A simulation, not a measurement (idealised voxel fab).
Process module heading - voxel spacer lines
Each square cell in cross-section cut measures 5 nm, and the section as a whole is 225 nm wide.
We lay out every cross-section as a grid of square cells and spell it out in bands from the top down, where one band means one or more rows of cells. Band: top and bottom heights (nm) first, top before bottom; then materials from left to right, widths in nm. "everywhere" marks a sole material filling the band edge to edge. "empty" denotes empty space. Heights are expressed relative to 0, this being the level below which the as-received wafer comprises one material exclusively. The lowest band is unbounded in the downward direction and is denoted as in "z 0 and below". Width "30->40": first value at the band's top row of cells, second value at its bottom row, equal change from row to row. "nothing was modified" means the step left every cell of the cross-section as it was. "Enclosed cavity list" lists enclosed empty spaces (at least 8 cells, no open path upward to the top), each as width x height at distance from the left edge, in nm. Note: text after step settings on the step line = simulator remark on that step. overlay nm: step with mask; distance mask lay right of planned place; negative value = left of planned place.

Steps in the process plan:
1: RECEIVE with material Si
2: CONFORMAL_DEP with material Al2O3, thk nm 10
3: DIRECTIONAL_DEP with material W, thk nm 15
4: DIRECTIONAL_DEP with material aC, thk nm 25
5: PATTERN with tone cover, mask id MANDREL, material resist, width nm 25, pitch nm 80, thk nm 30, overlay nm 0
6: DIRECTIONAL_ETCH with etch materials aC, depth nm 25
7: STRIP with etch materials resist
8: CONFORMAL_DEP with material SiO2, thk nm 15
9: DIRECTIONAL_ETCH with etch materials SiO2, depth nm 15
10: STRIP with etch materials aC
11: DIRECTIONAL_ETCH with etch materials W, depth nm 15
12: STRIP with etch materials SiO2

Below: the first of two wafers, run as planned:

As received (post step 1): cross-section:
> z 0 and below: Si everywhere
> Enclosed cavity list: none

Once step 2 is through, the wafer looks like this in cross-section:
> z 10 to 0: Al2O3 everywhere
> Under the height 0 nothing was changed.

Once step 3 is through, the wafer looks like this in cross-section:
> z 25 to 10: W everywhere
> Under the height 10 nothing was changed.

Once step 4 is through, the wafer looks like this in cross-section:
> z 50 to 25: aC everywhere
> Under the height 25 nothing was changed.

Once step 5 is through, the wafer looks like this in cross-section:
> z 80 to 50: 20 of empty, then 25 of resist, then 55 of empty, then 25 of resist, then 55 of empty, then 25 of resist, then 20 of empty
> Under the height 50 nothing was changed.

Once step 6 is through, the wafer looks like this in cross-section:
> z 55 to 50: 20 of empty, then 25 of resist, then 55 of empty, then 25 of resist, then 55 of empty, then 25 of resist, then 20 of empty
> z 50 to 25: 20 of empty, then 25 of aC, then 55 of empty, then 25 of aC, then 55 of empty, then 25 of aC, then 20 of empty
> Under the height 25 nothing was changed.

Once step 7 is through, the wafer looks like this in cross-section:
> z 50 to 25: 20 of empty, then 25 of aC, then 55 of empty, then 25 of aC, then 55 of empty, then 25 of aC, then 20 of empty
> Under the height 25 nothing was changed.

Once step 8 is through, the wafer looks like this in cross-section:
> z 65 to 50: 5 of empty, then 55 of SiO2, then 25 of empty, then 55 of SiO2, then 25 of empty, then 55 of SiO2, then 5 of empty
> z 50 to 40: 5 of empty, then 15 of SiO2, then 25 of aC, then 15 of SiO2, then 25 of empty, then 15 of SiO2, then 25 of aC, then 15 of SiO2, then 25 of empty, then 15 of SiO2, then 25 of aC, then 15 of SiO2, then 5 of empty
> z 40 to 25: 20 of SiO2, then 25 of aC, then 55 of SiO2, then 25 of aC, then 55 of SiO2, then 25 of aC, then 20 of SiO2
> Under the height 25 nothing was changed.

Once step 9 is through, the wafer looks like this in cross-section:
> z 50 to 25: 5 of empty, then 15 of SiO2, then 25 of aC, then 15 of SiO2, then 25 of empty, then 15 of SiO2, then 25 of aC, then 15 of SiO2, then 25 of empty, then 15 of SiO2, then 25 of aC, then 15 of SiO2, then 5 of empty
> Under the height 25 nothing was changed.

Once step 10 is through, the wafer looks like this in cross-section:
> z 50 to 25: 5 of empty, then 15 of SiO2, then 25 of empty, then 15 of SiO2, then 25 of empty, then 15 of SiO2, then 25 of empty, then 15 of SiO2, then 25 of empty, then 15 of SiO2, then 25 of empty, then 15 of SiO2, then 5 of empty
> Under the height 25 nothing was changed.

Once step 11 is through, the wafer looks like this in cross-section:
> z 50 to 25: 5 of empty, then 15 of SiO2, then 25 of empty, then 15 of SiO2, then 25 of empty, then 15 of SiO2, then 25 of empty, then 15 of SiO2, then 25 of empty, then 15 of SiO2, then 25 of empty, then 15 of SiO2, then 5 of empty
> z 25 to 10: 5 of empty, then 15 of W, then 25 of empty, then 15 of W, then 25 of empty, then 15 of W, then 25 of empty, then 15 of W, then 25 of empty, then 15 of W, then 25 of empty, then 15 of W, then 5 of empty
> Under the height 10 nothing was changed.

Once step 12 is through, the wafer looks like this in cross-section:
> z 25 to 10: 5 of empty, then 15 of W, then 25 of empty, then 15 of W, then 25 of empty, then 15 of W, then 25 of empty, then 15 of W, then 25 of empty, then 15 of W, then 25 of empty, then 15 of W, then 5 of empty
> Under the height 10 nothing was changed.

Wafer two: like wafer one in start and plan, but with one mistake in execution; identical up to and including step 4:

Second wafer, section view, time point: scheduled end of step 5:
> z 80 to 50: 20 of empty, then 30 of resist, then 50 of empty, then 30 of resist, then 50 of empty, then 30 of resist, then 15 of empty
> Under the height 50 nothing was changed.

Second wafer, section view, time point: scheduled end of step 6:
> z 55 to 50: 20 of empty, then 30 of resist, then 50 of empty, then 30 of resist, then 50 of empty, then 30 of resist, then 15 of empty
> z 50 to 25: 20 of empty, then 30 of aC, then 50 of empty, then 30 of aC, then 50 of empty, then 30 of aC, then 15 of empty
> Under the height 25 nothing was changed.

Second wafer, section view, time point: scheduled end of step 7:
> z 50 to 25: 20 of empty, then 30 of aC, then 50 of empty, then 30 of aC, then 50 of empty, then 30 of aC, then 15 of empty
> Under the height 25 nothing was changed.

Second wafer, section view, time point: scheduled end of step 8:
> z 65 to 50: 5 of empty, then 60 of SiO2, then 20 of empty, then 60 of SiO2, then 20 of empty, then 60 of SiO2
> z 50 to 40: 5 of empty, then 15 of SiO2, then 30 of aC, then 15 of SiO2, then 20 of empty, then 15 of SiO2, then 30 of aC, then 15 of SiO2, then 20 of empty, then 15 of SiO2, then 30 of aC, then 15 of SiO2
> z 40 to 25: 20 of SiO2, then 30 of aC, then 50 of SiO2, then 30 of aC, then 50 of SiO2, then 30 of aC, then 15 of SiO2
> Under the height 25 nothing was changed.

Second wafer, section view, time point: scheduled end of step 9:
> z 50 to 25: 5 of empty, then 15 of SiO2, then 30 of aC, then 15 of SiO2, then 20 of empty, then 15 of SiO2, then 30 of aC, then 15 of SiO2, then 20 of empty, then 15 of SiO2, then 30 of aC, then 15 of SiO2
> Under the height 25 nothing was changed.

Second wafer, section view, time point: scheduled end of step 10:
> z 50 to 25: 5 of empty, then 15 of SiO2, then 30 of empty, then 15 of SiO2, then 20 of empty, then 15 of SiO2, then 30 of empty, then 15 of SiO2, then 20 of empty, then 15 of SiO2, then 30 of empty, then 15 of SiO2
> Under the height 25 nothing was changed.

Second wafer, section view, time point: scheduled end of step 11:
> z 50 to 25: 5 of empty, then 15 of SiO2, then 30 of empty, then 15 of SiO2, then 20 of empty, then 15 of SiO2, then 30 of empty, then 15 of SiO2, then 20 of empty, then 15 of SiO2, then 30 of empty, then 15 of SiO2
> z 25 to 10: 5 of empty, then 15 of W, then 30 of empty, then 15 of W, then 20 of empty, then 15 of W, then 30 of empty, then 15 of W, then 20 of empty, then 15 of W, then 30 of empty, then 15 of W
> Under the height 10 nothing was changed.

Second wafer, section view, time point: scheduled end of step 12:
> z 25 to 10: 5 of empty, then 15 of W, then 30 of empty, then 15 of W, then 20 of empty, then 15 of W, then 30 of empty, then 15 of W, then 20 of empty, then 15 of W, then 30 of empty, then 15 of W
> Under the height 10 nothing was changed.
The mistake made against the process plan was this: step 5 off recipe, ran as PATTERN with tone cover, mask id MANDREL, material resist, width nm 30, pitch nm 80, thk nm 30, overlay nm 0
If you tally the cells, the second wafer ends up with the same amount of every material as the first; it's all just sitting in different places.
